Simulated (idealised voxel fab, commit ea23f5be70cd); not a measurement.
Process module in this document: voxel transistor to metal
Shown is cross-section cut, with a width of 260 nm and square cells of size 5 nm.
We lay out every cross-section as a grid of square cells and spell it out in bands from the top down, where one band means one or more rows of cells.
It is stipulated that each band's entry specify, in nanometres, the height of the top of the band and then that of its bottom, followed by the materials of the band in left-to-right sequence, each together with its width in nanometres. A single material marked by the word "everywhere" is understood to fill the band from edge to edge; the word "air" is understood to denote empty space.
Height datum 0, below which the as-received substrate wafer is one material. Lowest band open at the bottom, running downward: "0 -> down".
Top row gets the first number, bottom row gets the second, and each row in between changes by the same step: that is how a band width like "30..40" works.
"nothing got changed" means the step left every cell of the cross-section as it was.
The entry titled "Internal closed voids" provides the empty spaces that have no open way to the top, restricted to those of 8 cells or more. Each is presented as width x height at distance, the distance being measured from the left edge, with all three in nm.
On each step's line, the part that comes after the settings is the simulator's own comment on the step.
The optional step-line setting "overlay nm" applies to steps with a mask and quantifies how far to the right of its planned location the mask lay, a negative value indicating leftward placement.
Here's what the planned process steps look like
1,RECEIVE, material Si
2,OXIDIZE, depth nm 5
3,CONFORMAL_DEP, material SiN, thk nm 15
4,PATTERN, tone cover, mask id ACTIVE, material resist, width nm 95, pitch nm 125, thk nm 15, overlay nm 0
5,DIRECTIONAL_ETCH, etch materials SiN, depth nm 15
6,DIRECTIONAL_ETCH, etch materials SiO2, depth nm 5
7,DIRECTIONAL_ETCH, etch materials Si, depth nm 30
8,STRIP, etch materials resist
9,OXIDIZE, depth nm 5
10,FILL_DEP, material SiO2, thk nm 10
11,CMP, height nm 15
12,SELECTIVE_ETCH, etch materials SiO2, depth nm 10
13,STRIP, etch materials SiN
14,SELECTIVE_ETCH, etch materials SiO2, depth nm 5
15,OXIDIZE, depth nm 5
16,DIRECTIONAL_DEP, material polySi, thk nm 25
17,DIRECTIONAL_DEP, material SiCN, thk nm 15
18,MASKED_ETCH, tone cover, mask id GATE, width nm 25, pitch nm 125, etch materials SiCN, depth nm 25, overlay nm 0
19,MASKED_ETCH, tone cover, mask id GATE, width nm 25, pitch nm 125, etch materials polySi, depth nm 35, overlay nm 0
20,CONFORMAL_DEP, material SiN, thk nm 5
21,DIRECTIONAL_ETCH, etch materials SiN, depth nm 5
22,DIRECTIONAL_ETCH, etch materials SiO2, depth nm 5
23,DIRECTIONAL_ETCH, etch materials Si, depth nm 15
24,EPI, material SiGe, thk nm 15
25,FILL_DEP, material SiO2, thk nm 5
26,CMP, height nm 35
27,DIRECTIONAL_DEP, material SiO2, thk nm 15
28,MASKED_ETCH, tone open, mask id CONTACT, width nm 25, etch materials SiO2, depth nm 60, overlay nm 0
29,CONFORMAL_DEP, material TiN, thk nm 5
30,FILL_DEP, material W, thk nm 5
31,CMP, height nm 50
32,CONFORMAL_DEP, material SiN, thk nm 5
33,DIRECTIONAL_DEP, material SiO2, thk nm 15
34,DIRECTIONAL_DEP, material aC, thk nm 15
35,PATTERN, tone open, mask id METAL_1, material resist, width nm 15, thk nm 30, overlay nm 0
36,DIRECTIONAL_ETCH, etch materials aC, depth nm 15
37,STRIP, etch materials resist
38,DIRECTIONAL_ETCH, etch materials SiO2, depth nm 15
39,DIRECTIONAL_ETCH, etch materials SiN, depth nm 5
40,STRIP, etch materials aC
41,CONFORMAL_DEP, material TiN, thk nm 5
42,FILL_DEP, material Cu, thk nm 10
43,CMP, height nm 70
44,CONFORMAL_DEP, material SiN, thk nm 5
The first of the two wafers, which ran as planned
This is the cross-section of the wafer as we received it, i.e. after step 1
- 0 -> down = Si everywhere
- Internal closed voids: none
Cross-section: wafer state after step 2
- 0 -> -5 = SiO2 everywhere
- Below -5, no change.
Cross-section: wafer state after step 3
- 15 -> 0 = SiN everywhere
- Below 0, no change.
Cross-section: wafer state after step 4
- 30 -> 15 = air=20, then resist=95, then air=30, then resist=95, then air=20
- Below 15, no change.
Cross-section: wafer state after step 5
- 30 -> 15 = air=20, then resist=95, then air=30, then resist=95, then air=20
- 15 -> 0 = air=20, then SiN=95, then air=30, then SiN=95, then air=20
- Below 0, no change.
Cross-section: wafer state after step 6
- 30 -> 15 = air=20, then resist=95, then air=30, then resist=95, then air=20
- 15 -> 0 = air=20, then SiN=95, then air=30, then SiN=95, then air=20
- 0 -> -5 = air=20, then SiO2=95, then air=30, then SiO2=95, then air=20
- Below -5, no change.
Cross-section: wafer state after step 7
- 30 -> 15 = air=20, then resist=95, then air=30, then resist=95, then air=20
- 15 -> 0 = air=20, then SiN=95, then air=30, then SiN=95, then air=20
- 0 -> -5 = air=20, then SiO2=95, then air=30, then SiO2=95, then air=20
- -5 -> -35 = air=20, then Si=95, then air=30, then Si=95, then air=20
- Below -35, no change.
Cross-section: wafer state after step 8
- 15 -> 0 = air=20, then SiN=95, then air=30, then SiN=95, then air=20
- Below 0, no change.
Cross-section: wafer state after step 9
- 15 -> 0 = air=20, then SiN=95, then air=30, then SiN=95, then air=20
- 0 -> -5 = air=20, then SiO2=95, then air=30, then SiO2=95, then air=20
- -5 -> -35 = air=20, then SiO2=5, then Si=85, then SiO2=5, then air=30, then SiO2=5, then Si=85, then SiO2=5, then air=20
- -35 -> -40 = SiO2=25, then Si=85, then SiO2=40, then Si=85, then SiO2=25
- Below -40, no change.
Cross-section: wafer state after step 10
- 25 -> 15 = SiO2 everywhere
- 15 -> 0 = SiO2=20, then SiN=95, then SiO2=30, then SiN=95, then SiO2=20
- 0 -> -5 = SiO2 everywhere
- -5 -> -40 = SiO2=25, then Si=85, then SiO2=40, then Si=85, then SiO2=25
- Below -40, no change.
Cross-section: wafer state after step 11
- 15 -> 0 = SiO2=20, then SiN=95, then SiO2=30, then SiN=95, then SiO2=20
- Below 0, no change.
Cross-section: wafer state after step 12
- 15 -> 5 = air=20, then SiN=95, then air=30, then SiN=95, then air=20
- Below 5, no change.
Cross-section: wafer state after step 13
- 5 -> 0 = SiO2=20, then air=95, then SiO2=30, then air=95, then SiO2=20
- Below 0, no change.
Cross-section: wafer state after step 14
- 0 -> -5 = SiO2=15, then air=105, then SiO2=20, then air=105, then SiO2=15
- Below -5, no change.
Cross-section: wafer state after step 15
- 0 -> -5 = SiO2=15, then air=105, then SiO2=20, then air=105, then SiO2=15
- -5 -> -10 = SiO2 everywhere
- Below -10, no change.
Cross-section: wafer state after step 16
- 25 -> 20 = polySi=15, then air=105, then polySi=20, then air=105, then polySi=15
- 20 -> 0 = polySi everywhere
- 0 -> -5 = SiO2=15, then polySi=105, then SiO2=20, then polySi=105, then SiO2=15
- Below -5, no change.
Cross-section: wafer state after step 17
- 40 -> 35 = SiCN=15, then air=105, then SiCN=20, then air=105, then SiCN=15
- 35 -> 25 = SiCN everywhere
- 25 -> 20 = polySi=15, then SiCN=105, then polySi=20, then SiCN=105, then polySi=15
- Below 20, no change.
Cross-section: wafer state after step 18
- 35 -> 25 = air=55, then SiCN=25, then air=100, then SiCN=25, then air=55
- 25 -> 20 = polySi=15, then air=40, then SiCN=25, then air=40, then polySi=20, then air=40, then SiCN=25, then air=40, then polySi=15
- Below 20, no change.
Cross-section: wafer state after step 19
- 35 -> 20 = air=55, then SiCN=25, then air=100, then SiCN=25, then air=55
- 20 -> 0 = air=55, then polySi=25, then air=100, then polySi=25, then air=55
- 0 -> -5 = SiO2=15, then air=40, then polySi=25, then air=40, then SiO2=20, then air=40, then polySi=25, then air=40, then SiO2=15
- Below -5, no change.
Cross-section: wafer state after step 20
- 40 -> 35 = air=50, then SiN=35, then air=90, then SiN=35, then air=50
- 35 -> 20 = air=50, then SiN=5, then SiCN=25, then SiN=5, then air=90, then SiN=5, then SiCN=25, then SiN=5, then air=50
- 20 -> 5 = air=50, then SiN=5, then polySi=25, then SiN=5, then air=90, then SiN=5, then polySi=25, then SiN=5, then air=50
- 5 -> 0 = SiN=20, then air=30, then SiN=5, then polySi=25, then SiN=5, then air=30, then SiN=30, then air=30, then SiN=5, then polySi=25, then SiN=5, then air=30, then SiN=20
- 0 -> -5 = SiO2=15, then SiN=40, then polySi=25, then SiN=40, then SiO2=20, then SiN=40, then polySi=25, then SiN=40, then SiO2=15
- Below -5, no change.
Cross-section: wafer state after step 21
- 35 -> 20 = air=50, then SiN=5, then SiCN=25, then SiN=5, then air=90, then SiN=5, then SiCN=25, then SiN=5, then air=50
- 20 -> 0 = air=50, then SiN=5, then polySi=25, then SiN=5, then air=90, then SiN=5, then polySi=25, then SiN=5, then air=50
- 0 -> -5 = SiO2=15, then SiN=5, then air=30, then SiN=5, then polySi=25, then SiN=5, then air=30, then SiN=5, then SiO2=20, then SiN=5, then air=30, then SiN=5, then polySi=25, then SiN=5, then air=30, then SiN=5, then SiO2=15
- Below -5, no change.
Cross-section: wafer state after step 22
- 35 -> 20 = air=50, then SiN=5, then SiCN=25, then SiN=5, then air=90, then SiN=5, then SiCN=25, then SiN=5, then air=50
- 20 -> 0 = air=50, then SiN=5, then polySi=25, then SiN=5, then air=90, then SiN=5, then polySi=25, then SiN=5, then air=50
- 0 -> -5 = air=15, then SiN=5, then air=30, then SiN=5, then polySi=25, then SiN=5, then air=30, then SiN=5, then air=20, then SiN=5, then air=30, then SiN=5, then polySi=25, then SiN=5, then air=30, then SiN=5, then air=15
- -5 -> -10 = SiO2=20, then air=30, then SiO2=35, then air=30, then SiO2=30, then air=30, then SiO2=35, then air=30, then SiO2=20
- Below -10, no change.
Cross-section: wafer state after step 23
- 35 -> 20 = air=50, then SiN=5, then SiCN=25, then SiN=5, then air=90, then SiN=5, then SiCN=25, then SiN=5, then air=50
- 20 -> 0 = air=50, then SiN=5, then polySi=25, then SiN=5, then air=90, then SiN=5, then polySi=25, then SiN=5, then air=50
- 0 -> -5 = air=15, then SiN=5, then air=30, then SiN=5, then polySi=25, then SiN=5, then air=30, then SiN=5, then air=20, then SiN=5, then air=30, then SiN=5, then polySi=25, then SiN=5, then air=30, then SiN=5, then air=15
- -5 -> -10 = SiO2=20, then air=30, then SiO2=35, then air=30, then SiO2=30, then air=30, then SiO2=35, then air=30, then SiO2=20
- -10 -> -25 = SiO2=25, then air=25, then Si=35, then air=25, then SiO2=40, then air=25, then Si=35, then air=25, then SiO2=25
- Below -25, no change.
Cross-section: wafer state after step 24
- 35 -> 20 = air=50, then SiN=5, then SiCN=25, then SiN=5, then air=90, then SiN=5, then SiCN=25, then SiN=5, then air=50
- 20 -> 5 = air=50, then SiN=5, then polySi=25, then SiN=5, then air=90, then SiN=5, then polySi=25, then SiN=5, then air=50
- 5 -> 0 = air=35, then SiGe=15, then SiN=5, then polySi=25, then SiN=5, then SiGe=15, then air=60, then SiGe=15, then SiN=5, then polySi=25, then SiN=5, then SiGe=15, then air=35
- 0 -> -5 = air=15, then SiN=5, then air=15, then SiGe=15, then SiN=5, then polySi=25, then SiN=5, then SiGe=15, then air=15, then SiN=5, then air=20, then SiN=5, then air=15, then SiGe=15, then SiN=5, then polySi=25, then SiN=5, then SiGe=15, then air=15, then SiN=5, then air=15
- -5 -> -10 = SiO2=20, then air=15, then SiGe=15, then SiO2=35, then SiGe=15, then air=15, then SiO2=30, then air=15, then SiGe=15, then SiO2=35, then SiGe=15, then air=15, then SiO2=20
- -10 -> -25 = SiO2=25, then SiGe=25, then Si=35, then SiGe=25, then SiO2=40, then SiGe=25, then Si=35, then SiGe=25, then SiO2=25
- Below -25, no change.
Cross-section: wafer state after step 25
- 40 -> 35 = SiO2 everywhere
- 35 -> 20 = SiO2=50, then SiN=5, then SiCN=25, then SiN=5, then SiO2=90, then SiN=5, then SiCN=25, then SiN=5, then SiO2=50
- 20 -> 5 = SiO2=50, then SiN=5, then polySi=25, then SiN=5, then SiO2=90, then SiN=5, then polySi=25, then SiN=5, then SiO2=50
- 5 -> 0 = SiO2=35, then SiGe=15, then SiN=5, then polySi=25, then SiN=5, then SiGe=15, then SiO2=60, then SiGe=15, then SiN=5, then polySi=25, then SiN=5, then SiGe=15, then SiO2=35
- 0 -> -5 = SiO2=15, then SiN=5, then SiO2=15, then SiGe=15, then SiN=5, then polySi=25, then SiN=5, then SiGe=15, then SiO2=15, then SiN=5, then SiO2=20, then SiN=5, then SiO2=15, then SiGe=15, then SiN=5, then polySi=25, then SiN=5, then SiGe=15, then SiO2=15, then SiN=5, then SiO2=15
- -5 -> -10 = SiO2=35, then SiGe=15, then SiO2=35, then SiGe=15, then SiO2=60, then SiGe=15, then SiO2=35, then SiGe=15, then SiO2=35
- Below -10, no change.
Cross-section: wafer state after step 26
- 35 -> 20 = SiO2=50, then SiN=5, then SiCN=25, then SiN=5, then SiO2=90, then SiN=5, then SiCN=25, then SiN=5, then SiO2=50
- Below 20, no change.
Cross-section: wafer state after step 27
- 50 -> 35 = SiO2 everywhere
- Below 35, no change.
Cross-section: wafer state after step 28
- 50 -> 35 = SiO2=25, then air=25, then SiO2=35, then air=25, then SiO2=40, then air=25, then SiO2=35, then air=25, then SiO2=25
- 35 -> 20 = SiO2=25, then air=25, then SiN=5, then SiCN=25, then SiN=5, then air=25, then SiO2=40, then air=25, then SiN=5, then SiCN=25, then SiN=5, then air=25, then SiO2=25
- 20 -> 5 = SiO2=25, then air=25, then SiN=5, then polySi=25, then SiN=5, then air=25, then SiO2=40, then air=25, then SiN=5, then polySi=25, then SiN=5, then air=25, then SiO2=25
- 5 -> 0 = SiO2=25, then air=10, then SiGe=15, then SiN=5, then polySi=25, then SiN=5, then SiGe=15, then air=10, then SiO2=40, then air=10, then SiGe=15, then SiN=5, then polySi=25, then SiN=5, then SiGe=15, then air=10, then SiO2=25
- 0 -> -5 = SiO2=15, then SiN=5, then SiO2=5, then air=10, then SiGe=15, then SiN=5, then polySi=25, then SiN=5, then SiGe=15, then air=10, then SiO2=5, then SiN=5, then SiO2=20, then SiN=5, then SiO2=5, then air=10, then SiGe=15, then SiN=5, then polySi=25, then SiN=5, then SiGe=15, then air=10, then SiO2=5, then SiN=5, then SiO2=15
- -5 -> -10 = SiO2=25, then air=10, then SiGe=15, then SiO2=35, then SiGe=15, then air=10, then SiO2=40, then air=10, then SiGe=15, then SiO2=35, then SiGe=15, then air=10, then SiO2=25
- Below -10, no change.
Cross-section: wafer state after step 29
- 55 -> 50 = TiN=30, then air=15, then TiN=45, then air=15, then TiN=50, then air=15, then TiN=45, then air=15, then TiN=30
- 50 -> 35 = SiO2=25, then TiN=5, then air=15, then TiN=5, then SiO2=35, then TiN=5, then air=15, then TiN=5, then SiO2=40, then TiN=5, then air=15, then TiN=5, then SiO2=35, then TiN=5, then air=15, then TiN=5, then SiO2=25
- 35 -> 20 = SiO2=25, then TiN=5, then air=15, then TiN=5, then SiN=5, then SiCN=25, then SiN=5, then TiN=5, then air=15, then TiN=5, then SiO2=40, then TiN=5, then air=15, then TiN=5, then SiN=5, then SiCN=25, then SiN=5, then TiN=5, then air=15, then TiN=5, then SiO2=25
- 20 -> 10 = SiO2=25, then TiN=5, then air=15, then TiN=5, then SiN=5, then polySi=25, then SiN=5, then TiN=5, then air=15, then TiN=5, then SiO2=40, then TiN=5, then air=15, then TiN=5, then SiN=5, then polySi=25, then SiN=5, then TiN=5, then air=15, then TiN=5, then SiO2=25
- 10 -> 5 = SiO2=25, then TiN=25, then SiN=5, then polySi=25, then SiN=5, then TiN=25, then SiO2=40, then TiN=25, then SiN=5, then polySi=25, then SiN=5, then TiN=25, then SiO2=25
- 5 -> 0 = SiO2=25, then TiN=10, then SiGe=15, then SiN=5, then polySi=25, then SiN=5, then SiGe=15, then TiN=10, then SiO2=40, then TiN=10, then SiGe=15, then SiN=5, then polySi=25, then SiN=5, then SiGe=15, then TiN=10, then SiO2=25
- 0 -> -5 = SiO2=15, then SiN=5, then SiO2=5, then TiN=10, then SiGe=15, then SiN=5, then polySi=25, then SiN=5, then SiGe=15, then TiN=10, then SiO2=5, then SiN=5, then SiO2=20, then SiN=5, then SiO2=5, then TiN=10, then SiGe=15, then SiN=5, then polySi=25, then SiN=5, then SiGe=15, then TiN=10, then SiO2=5, then SiN=5, then SiO2=15
- -5 -> -10 = SiO2=25, then TiN=10, then SiGe=15, then SiO2=35, then SiGe=15, then TiN=10, then SiO2=40, then TiN=10, then SiGe=15, then SiO2=35, then SiGe=15, then TiN=10, then SiO2=25
- Below -10, no change.
Cross-section: wafer state after step 30
- 60 -> 55 = W everywhere
- 55 -> 50 = TiN=30, then W=15, then TiN=45, then W=15, then TiN=50, then W=15, then TiN=45, then W=15, then TiN=30
- 50 -> 35 = SiO2=25, then TiN=5, then W=15, then TiN=5, then SiO2=35, then TiN=5, then W=15, then TiN=5, then SiO2=40, then TiN=5, then W=15, then TiN=5, then SiO2=35, then TiN=5, then W=15, then TiN=5, then SiO2=25
- 35 -> 20 = SiO2=25, then TiN=5, then W=15, then TiN=5, then SiN=5, then SiCN=25, then SiN=5, then TiN=5, then W=15, then TiN=5, then SiO2=40, then TiN=5, then W=15, then TiN=5, then SiN=5, then SiCN=25, then SiN=5, then TiN=5, then W=15, then TiN=5, then SiO2=25
- 20 -> 10 = SiO2=25, then TiN=5, then W=15, then TiN=5, then SiN=5, then polySi=25, then SiN=5, then TiN=5, then W=15, then TiN=5, then SiO2=40, then TiN=5, then W=15, then TiN=5, then SiN=5, then polySi=25, then SiN=5, then TiN=5, then W=15, then TiN=5, then SiO2=25
- Below 10, no change.
Cross-section: wafer state after step 31
- 50 -> 35 = SiO2=25, then TiN=5, then W=15, then TiN=5, then SiO2=35, then TiN=5, then W=15, then TiN=5, then SiO2=40, then TiN=5, then W=15, then TiN=5, then SiO2=35, then TiN=5, then W=15, then TiN=5, then SiO2=25
- Below 35, no change.
Cross-section: wafer state after step 32
- 55 -> 50 = SiN everywhere
- Below 50, no change.
Cross-section: wafer state after step 33
- 70 -> 55 = SiO2 everywhere
- Below 55, no change.
Cross-section: wafer state after step 34
- 85 -> 70 = aC everywhere
- Below 70, no change.
Cross-section: wafer state after step 35
- 115 -> 85 = resist=25, then air=15, then resist=55, then air=15, then resist=40, then air=15, then resist=55, then air=15, then resist=25
- Below 85, no change.
Cross-section: wafer state after step 36
- 100 -> 85 = resist=25, then air=15, then resist=55, then air=15, then resist=40, then air=15, then resist=55, then air=15, then resist=25
- 85 -> 70 = aC=25, then air=15, then aC=55, then air=15, then aC=40, then air=15, then aC=55, then air=15, then aC=25
- Below 70, no change.
Cross-section: wafer state after step 37
- 85 -> 70 = aC=25, then air=15, then aC=55, then air=15, then aC=40, then air=15, then aC=55, then air=15, then aC=25
- Below 70, no change.
Cross-section: wafer state after step 38
- 85 -> 70 = aC=25, then air=15, then aC=55, then air=15, then aC=40, then air=15, then aC=55, then air=15, then aC=25
- 70 -> 55 = SiO2=25, then air=15, then SiO2=55, then air=15, then SiO2=40, then air=15, then SiO2=55, then air=15, then SiO2=25
- Below 55, no change.
Cross-section: wafer state after step 39
- 85 -> 70 = aC=25, then air=15, then aC=55, then air=15, then aC=40, then air=15, then aC=55, then air=15, then aC=25
- 70 -> 55 = SiO2=25, then air=15, then SiO2=55, then air=15, then SiO2=40, then air=15, then SiO2=55, then air=15, then SiO2=25
- 55 -> 50 = SiN=25, then air=15, then SiN=55, then air=15, then SiN=40, then air=15, then SiN=55, then air=15, then SiN=25
- Below 50, no change.
Cross-section: wafer state after step 40
- 70 -> 55 = SiO2=25, then air=15, then SiO2=55, then air=15, then SiO2=40, then air=15, then SiO2=55, then air=15, then SiO2=25
- Below 55, no change.
Cross-section: wafer state after step 41
- 75 -> 70 = TiN=30, then air=5, then TiN=65, then air=5, then TiN=50, then air=5, then TiN=65, then air=5, then TiN=30
- 70 -> 55 = SiO2=25, then TiN=5, then air=5, then TiN=5, then SiO2=55, then TiN=5, then air=5, then TiN=5, then SiO2=40, then TiN=5, then air=5, then TiN=5, then SiO2=55, then TiN=5, then air=5, then TiN=5, then SiO2=25
- 55 -> 50 = SiN=25, then TiN=15, then SiN=55, then TiN=15, then SiN=40, then TiN=15, then SiN=55, then TiN=15, then SiN=25
- Below 50, no change.
Cross-section: wafer state after step 42
- 85 -> 75 = Cu everywhere
- 75 -> 70 = TiN=30, then Cu=5, then TiN=65, then Cu=5, then TiN=50, then Cu=5, then TiN=65, then Cu=5, then TiN=30
- 70 -> 55 = SiO2=25, then TiN=5, then Cu=5, then TiN=5, then SiO2=55, then TiN=5, then Cu=5, then TiN=5, then SiO2=40, then TiN=5, then Cu=5, then TiN=5, then SiO2=55, then TiN=5, then Cu=5, then TiN=5, then SiO2=25
- Below 55, no change.
Cross-section: wafer state after step 43
- 70 -> 55 = SiO2=25, then TiN=5, then Cu=5, then TiN=5, then SiO2=55, then TiN=5, then Cu=5, then TiN=5, then SiO2=40, then TiN=5, then Cu=5, then TiN=5, then SiO2=55, then TiN=5, then Cu=5, then TiN=5, then SiO2=25
- Below 55, no change.
Cross-section: wafer state after step 44
- 75 -> 70 = SiN everywhere
- Below 70, no change.
Second wafer: like start, like plan, one mistake. Through step 26 it matches the first wafer
Cross-section of the second wafer corresponding to the planned conclusion of step 27
- 50 -> 35 = TiN everywhere
- Below 35, no change.
Cross-section of the second wafer corresponding to the planned conclusion of step 28: nothing got changed
Cross-section of the second wafer corresponding to the planned conclusion of step 29
- 55 -> 35 = TiN everywhere
- Below 35, no change.
Cross-section of the second wafer corresponding to the planned conclusion of step 30
- 60 -> 55 = W everywhere
- Below 55, no change.
Cross-section of the second wafer corresponding to the planned conclusion of step 31
- 50 -> 35 = TiN everywhere
- Below 35, no change.
Cross-section of the second wafer corresponding to the planned conclusion of step 32
- 55 -> 50 = SiN everywhere
- Below 50, no change.
Cross-section of the second wafer corresponding to the planned conclusion of step 33
- 70 -> 55 = SiO2 everywhere
- Below 55, no change.
Cross-section of the second wafer corresponding to the planned conclusion of step 34
- 85 -> 70 = aC everywhere
- Below 70, no change.
Cross-section of the second wafer corresponding to the planned conclusion of step 35
- 115 -> 85 = resist=25, then air=15, then resist=55, then air=15, then resist=40, then air=15, then resist=55, then air=15, then resist=25
- Below 85, no change.
Cross-section of the second wafer corresponding to the planned conclusion of step 36
- 100 -> 85 = resist=25, then air=15, then resist=55, then air=15, then resist=40, then air=15, then resist=55, then air=15, then resist=25
- 85 -> 70 = aC=25, then air=15, then aC=55, then air=15, then aC=40, then air=15, then aC=55, then air=15, then aC=25
- Below 70, no change.
Cross-section of the second wafer corresponding to the planned conclusion of step 37
- 85 -> 70 = aC=25, then air=15, then aC=55, then air=15, then aC=40, then air=15, then aC=55, then air=15, then aC=25
- Below 70, no change.
Cross-section of the second wafer corresponding to the planned conclusion of step 38
- 85 -> 70 = aC=25, then air=15, then aC=55, then air=15, then aC=40, then air=15, then aC=55, then air=15, then aC=25
- 70 -> 55 = SiO2=25, then air=15, then SiO2=55, then air=15, then SiO2=40, then air=15, then SiO2=55, then air=15, then SiO2=25
- Below 55, no change.
Cross-section of the second wafer corresponding to the planned conclusion of step 39
- 85 -> 70 = aC=25, then air=15, then aC=55, then air=15, then aC=40, then air=15, then aC=55, then air=15, then aC=25
- 70 -> 55 = SiO2=25, then air=15, then SiO2=55, then air=15, then SiO2=40, then air=15, then SiO2=55, then air=15, then SiO2=25
- 55 -> 50 = SiN=25, then air=15, then SiN=55, then air=15, then SiN=40, then air=15, then SiN=55, then air=15, then SiN=25
- Below 50, no change.
Cross-section of the second wafer corresponding to the planned conclusion of step 40
- 70 -> 55 = SiO2=25, then air=15, then SiO2=55, then air=15, then SiO2=40, then air=15, then SiO2=55, then air=15, then SiO2=25
- Below 55, no change.
Cross-section of the second wafer corresponding to the planned conclusion of step 41
- 75 -> 70 = TiN=30, then air=5, then TiN=65, then air=5, then TiN=50, then air=5, then TiN=65, then air=5, then TiN=30
- 70 -> 55 = SiO2=25, then TiN=5, then air=5, then TiN=5, then SiO2=55, then TiN=5, then air=5, then TiN=5, then SiO2=40, then TiN=5, then air=5, then TiN=5, then SiO2=55, then TiN=5, then air=5, then TiN=5, then SiO2=25
- 55 -> 50 = SiN=25, then TiN=15, then SiN=55, then TiN=15, then SiN=40, then TiN=15, then SiN=55, then TiN=15, then SiN=25
- Below 50, no change.
Cross-section of the second wafer corresponding to the planned conclusion of step 42
- 85 -> 75 = Cu everywhere
- 75 -> 70 = TiN=30, then Cu=5, then TiN=65, then Cu=5, then TiN=50, then Cu=5, then TiN=65, then Cu=5, then TiN=30
- 70 -> 55 = SiO2=25, then TiN=5, then Cu=5, then TiN=5, then SiO2=55, then TiN=5, then Cu=5, then TiN=5, then SiO2=40, then TiN=5, then Cu=5, then TiN=5, then SiO2=55, then TiN=5, then Cu=5, then TiN=5, then SiO2=25
- Below 55, no change.
Cross-section of the second wafer corresponding to the planned conclusion of step 43
- 70 -> 55 = SiO2=25, then TiN=5, then Cu=5, then TiN=5, then SiO2=55, then TiN=5, then Cu=5, then TiN=5, then SiO2=40, then TiN=5, then Cu=5, then TiN=5, then SiO2=55, then TiN=5, then Cu=5, then TiN=5, then SiO2=25
- Below 55, no change.
Cross-section of the second wafer corresponding to the planned conclusion of step 44
- 75 -> 70 = SiN everywhere
- Below 70, no change.
What went wrong in running the wafer? step 27 changed vs plan, executed as DIRECTIONAL_DEP, material TiN, thk nm 15
It is noted that, at the conclusion of processing, the second wafer exhibits a higher or lower cell count for certain materials relative to the first: 48 more of SiO2 | 48 more of TiN | 96 fewer of W
